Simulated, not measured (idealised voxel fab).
process module | voxel wiring stack
cross-section cut | 200 nm wide | cells 5 nm
A cross-section is a grid of square cells, given in bands from the top down. A band is one or more rows of cells.
Each band's line starts with the height of the band's top and of its bottom, in nm. Then come its materials from left to right, each with its width in nm. One material with "throughout" fills the band from edge to edge. "air" is empty space.
Height 0 is the level under which the wafer as received is all one material. The lowest band goes on downwards, as in "0 down".
A width such as "30 to 40" changes by the same amount from each row of cells to the next, from the band's top row to its bottom row.
"no change" after a step means that no cell of the cross-section changed.
closed voids: empty space of 8 cells or more with no open way to the top, each as width x height at its distance from the left edge, in nm
after a step's settings: what the simulator itself notes on the step
overlay nm, on a step with a mask: how far to the right of its planned place the mask lay; to the left if negative
plan
1 op RECEIVE | material Si
2 op CONFORMAL_DEP | material SiO2 | thk nm 10
3 op DIRECTIONAL_DEP | material TiN | thk nm 5
4 op DIRECTIONAL_DEP | material W | thk nm 15
5 op DIRECTIONAL_DEP | material aC | thk nm 10
6 op PATTERN | tone cover | mask id METAL_1 | material resist | width nm 30 | pitch nm 60 | thk nm 25 | overlay nm 0
7 op DIRECTIONAL_ETCH | etch materials aC | depth nm 10
8 op STRIP | etch materials resist
9 op DIRECTIONAL_ETCH | etch materials W | depth nm 15
10 op DIRECTIONAL_ETCH | etch materials TiN | depth nm 5
11 op STRIP | etch materials aC
12 op FILL_DEP | material lowk | thk nm 10
13 op CMP | height nm 30
14 op CONFORMAL_DEP | material SiCN | thk nm 5
15 op DIRECTIONAL_DEP | material SiO2 | thk nm 30
16 op MASKED_ETCH | tone open | mask id METAL_2_HOLES | width nm 15 | pitch nm 120 | etch materials SiO2 | depth nm 30 | overlay nm 0
17 op MASKED_ETCH | tone open | mask id METAL_2 | width nm 30 | pitch nm 60 | etch materials SiO2 | depth nm 15 | overlay nm 0
18 op MASKED_ETCH | tone open | mask id METAL_2 | width nm 30 | pitch nm 60 | etch materials SiCN | depth nm 5 | overlay nm 0
19 op CONFORMAL_DEP | material TiN | thk nm 5
20 op FILL_DEP | material Ru | thk nm 5
21 op CMP | height nm 65
22 op CONFORMAL_DEP | material SiCN | thk nm 5
23 op DIRECTIONAL_DEP | material SiO2 | thk nm 15
24 op MASKED_ETCH | tone open | mask id PLUG_2 | width nm 15 | pitch nm 60 | etch materials SiO2 | depth nm 15 | overlay nm 0
25 op MASKED_ETCH | tone open | mask id PLUG_2 | width nm 15 | pitch nm 60 | etch materials SiCN | depth nm 5 | overlay nm 0
26 op EPI | material Ru | thk nm 10
27 op EPI | material Ru | thk nm 10
28 op CONFORMAL_DEP | material SiN | thk nm 5
29 op DIRECTIONAL_DEP | material SiO2 | thk nm 25
30 op PATTERN | tone open | mask id METAL_3 | material resist | width nm 30 | pitch nm 60 | thk nm 20 | overlay nm 0
31 op DIRECTIONAL_ETCH | etch materials SiO2 | depth nm 25
32 op DIRECTIONAL_ETCH | etch materials SiN | depth nm 5
33 op STRIP | etch materials resist
34 op CONFORMAL_DEP | material TiN | thk nm 5
35 op FILL_DEP | material Ru | thk nm 5
36 op CMP | height nm 115
37 op CONFORMAL_DEP | material SiN | thk nm 5
as received, after step 1
  0 down: Si throughout
  closed voids: none
first wafer at the end, as planned
  120 to 115: SiN throughout
  115 to 90: SiO2 25 | TiN 5 | Ru 20 | TiN 5 | SiO2 30 | TiN 5 | Ru 20 | TiN 5 | SiO2 30 | TiN 5 | Ru 20 | TiN 5 | SiO2 25
  90 to 85: SiN 25 | TiN 30 | SiN 30 | TiN 30 | SiN 30 | TiN 30 | SiN 25
  85 to 70: SiO2 25 | Ru 15 | SiO2 45 | Ru 15 | SiO2 45 | Ru 15 | SiO2 40
  70 to 65: SiCN 25 | Ru 15 | SiCN 45 | Ru 15 | SiCN 45 | Ru 15 | SiCN 40
  65 to 55: SiO2 25 | TiN 5 | Ru 20 | TiN 5 | SiO2 30 | TiN 5 | Ru 20 | TiN 5 | SiO2 30 | TiN 5 | Ru 20 | TiN 5 | SiO2 25
  55 to 50: SiO2 25 | TiN 5 | Ru 5 | TiN 20 | SiO2 30 | TiN 30 | SiO2 30 | TiN 5 | Ru 5 | TiN 20 | SiO2 25
  50 to 35: SiO2 25 | TiN 5 | Ru 5 | TiN 5 | SiO2 105 | TiN 5 | Ru 5 | TiN 5 | SiO2 40
  35 to 30: SiCN 25 | TiN 15 | SiCN 105 | TiN 15 | SiCN 40
  30 to 15: lowk 25 | W 30 | lowk 30 | W 30 | lowk 30 | W 30 | lowk 25
  15 to 10: lowk 25 | TiN 30 | lowk 30 | TiN 30 | lowk 30 | TiN 30 | lowk 25
  10 to 0: SiO2 throughout
  0 down: Si throughout
  closed voids: none
second wafer at the end: like start, like plan, one mistake
  120 to 115: SiN throughout
  115 to 110: Ru throughout
  110 to 105: TiN 30 | Ru 20 | TiN 40 | Ru 20 | TiN 40 | Ru 20 | TiN 30
  105 to 90: SiO2 25 | TiN 5 | Ru 20 | TiN 5 | SiO2 30 | TiN 5 | Ru 20 | TiN 5 | SiO2 30 | TiN 5 | Ru 20 | TiN 5 | SiO2 25
  90 to 85: SiN 25 | TiN 30 | SiN 30 | TiN 30 | SiN 30 | TiN 30 | SiN 25
  85 to 70: SiO2 25 | Ru 15 | SiO2 45 | Ru 15 | SiO2 45 | Ru 15 | SiO2 40
  70 to 65: SiCN 25 | Ru 15 | SiCN 45 | Ru 15 | SiCN 45 | Ru 15 | SiCN 40
  65 to 55: SiO2 25 | TiN 5 | Ru 20 | TiN 5 | SiO2 30 | TiN 5 | Ru 20 | TiN 5 | SiO2 30 | TiN 5 | Ru 20 | TiN 5 | SiO2 25
  55 to 50: SiO2 25 | TiN 5 | Ru 5 | TiN 20 | SiO2 30 | TiN 30 | SiO2 30 | TiN 5 | Ru 5 | TiN 20 | SiO2 25
  50 to 35: SiO2 25 | TiN 5 | Ru 5 | TiN 5 | SiO2 105 | TiN 5 | Ru 5 | TiN 5 | SiO2 40
  35 to 30: SiCN 25 | TiN 15 | SiCN 105 | TiN 15 | SiCN 40
  30 to 15: lowk 25 | W 30 | lowk 30 | W 30 | lowk 30 | W 30 | lowk 25
  15 to 10: lowk 25 | TiN 30 | lowk 30 | TiN 30 | lowk 30 | TiN 30 | lowk 25
  10 to 0: SiO2 throughout
  0 down: Si throughout
  closed voids: none
what went wrong: step 29 ran as: op DIRECTIONAL_DEP | material SiO2 | thk nm 15
at the end the second wafer has, in cells: 28 more of Ru | 44 fewer of SiO2 | 16 more of TiN
